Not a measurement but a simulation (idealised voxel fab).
This section sets out a process module, namely voxel self aligned contacts.
Cross-sectional view cut (width: 170 nm; square cell size: 5 nm).
When this document writes out a cross-section, it uses a grid of square cells and lists it as bands, beginning at the top and moving down, with a band standing for one or more rows of cells.
In this notation a band is specified by the heights of its top and bottom, in that order and in nm, after which its materials appear from left to right, each paired with its width in nm. The word "edge to edge" attached to a single material means that material fills the band from edge to edge; the word "blank" stands for empty space.
The level at which height equals 0 is the one under which the wafer, as it arrives, is entirely one material. No lower edge exists for the bottom band, which continues downward and is notated as in "0..down".
A width given as "30->40" starts at the first number in the band's top row and ends at the second number in its bottom row, shifting by an equal amount at every step from row to row.
Reading "identical to before" for a step: not a cell of the cross-section changed in it.
Voids not open to the top, 8 cells minimum: see "Voids, enclosed". Written width x height at distance; distance is from the left edge; nm.
It should be noted that, on the line of a given step, the content following the step's settings is a remark produced by the simulator itself with respect to that step.
overlay nm: right-of-plan distance of the mask on a masked step; negative values mean left-of-plan.

**Steps planned for the process**
step 1: RECEIVE | material Si
step 2: CONFORMAL_DEP | material SiO2 | thk nm 5
step 3: DIRECTIONAL_DEP | material polySi | thk nm 25
step 4: DIRECTIONAL_DEP | material SiN | thk nm 20
step 5: PATTERN | tone cover | mask id GATE | material resist | width nm 35 | pitch nm 70 | thk nm 15 | overlay nm 0
step 6: DIRECTIONAL_ETCH | etch materials SiN | depth nm 20
step 7: DIRECTIONAL_ETCH | etch materials polySi | depth nm 25
step 8: STRIP | etch materials resist
step 9: CONFORMAL_DEP | material SiN | thk nm 10
step 10: DIRECTIONAL_ETCH | etch materials SiN | depth nm 10
step 11: FILL_DEP | material SiO2 | thk nm 20
step 12: CMP | height nm 60
step 13: PATTERN | tone open | mask id CONTACT | material resist | width nm 55 | thk nm 15 | overlay nm 0
step 14: DIRECTIONAL_ETCH | etch materials SiO2 | depth nm 60
step 15: STRIP | etch materials resist
step 16: CONFORMAL_DEP | material TiN | thk nm 5
step 17: FILL_DEP | material Ru | thk nm 10
step 18: CMP | height nm 60
step 19: CONFORMAL_DEP | material SiCN | thk nm 5

**Cross-section of the incoming wafer, state after step 1**
    0..down: Si edge to edge
    Voids, enclosed: none

**Result of the module, cross-sectioned: start per above, plan per above, one error in how it was run**
    65..60: SiCN edge to edge
    60..50: SiO2 55 nm; TiN 5->25 nm; Ru 45->10 nm; TiN 5->20 nm; SiO2 60 nm
    50..30: SiO2 25 nm; SiN 50 nm; TiN 5 nm; Ru 10 nm; TiN 5 nm; SiN 50 nm; SiO2 25 nm
    30..5: SiO2 25 nm; SiN 10 nm; polySi 30 nm; SiN 10 nm; TiN 5 nm; Ru 10 nm; TiN 5 nm; SiN 10 nm; polySi 30 nm; SiN 10 nm; SiO2 25 nm
    5..0: SiO2 75 nm; TiN 20 nm; SiO2 75 nm
    0..down: Si edge to edge
    Voids, enclosed: none
In executing the process, a mistake was made relative to the plan: step 5 was run on a setting that differed from the plan, and what really ran there is PATTERN | tone cover | mask id GATE | material resist | width nm 30 | pitch nm 70 | thk nm 15 | overlay nm 0
